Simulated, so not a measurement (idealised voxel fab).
You're looking at the process module voxel plated lines.
Square cells of 5 nm make up the cross-section cut, whose width is 175 nm.
Cross-section = grid of square cells, listed top down in bands; band = one or more rows. The band entry comprises the height of the band's top followed by the height of its bottom, expressed in nm, and subsequently the band's materials from left to right, each stated together with its width in nm. Where a single material is marked with the word "full width", that material fills the band from edge to edge. The word "blank" represents empty space. Height reference: 0 = level under which incoming wafer is all one material. Lowest band: no bottom, runs on downward, e.g. "0 nm and below". The expression "30->40" gives the width at the extremes of the band, the first number at its top row of cells and the second at its bottom row, with the width changing by equal amounts from each row to the next in between. The cross-section has no changed cell in any step marked "no modification". Under "Unvented voids" you'll find the enclosed gaps, the ones with no way out to the top, that are 8 cells or bigger; each reads width x height at distance, with distance counted from the left edge, everything in nm. Text after the settings on a step's line: the simulator's own remark on that step. "overlay nm" answers the question of how far to the right of plan the mask lay on a step that has a mask, and when it is negative the answer is to the left.
List of planned process steps:
| 1 | RECEIVE with material Si |
| 2 | CONFORMAL_DEP with material SiO2, thk nm 5 |
| 3 | DIRECTIONAL_DEP with material TiN, thk nm 5 |
| 4 | PATTERN with tone open, mask id LINES, material resist, width nm 15, pitch nm 35, thk nm 20, overlay nm 0 |
| 5 | EPI with material Ru, thk nm 10 |
| 6 | STRIP with etch materials resist |
| 7 | DIRECTIONAL_ETCH with etch materials TiN, depth nm 5 |
| 8 | CONFORMAL_DEP with material SiCN, thk nm 10 |
Wafer as received: cross-section following step 1:
0 nm and below | Si full width
Unvented voids: none
A wafer at the end: this start, this plan, one mistake:
25 nm to 20 nm | blank 15 nm, SiCN 140 nm, blank 20 nm
20 nm to 15 nm | SiCN full width
15 nm to 10 nm | SiCN 25 nm, Ru 15 nm, SiCN 20 nm, Ru 15 nm, SiCN 20 nm, Ru 15 nm, SiCN 20 nm, Ru 15 nm, SiCN 30 nm
10 nm to 5 nm | TiN full width
5 nm to 0 nm | SiO2 full width
0 nm and below | Si full width
Unvented voids: none
The plan and the run diverged here: step 7 went in with a setting other than planned; the actual run was DIRECTIONAL_ETCH with etch materials Ru, depth nm 5
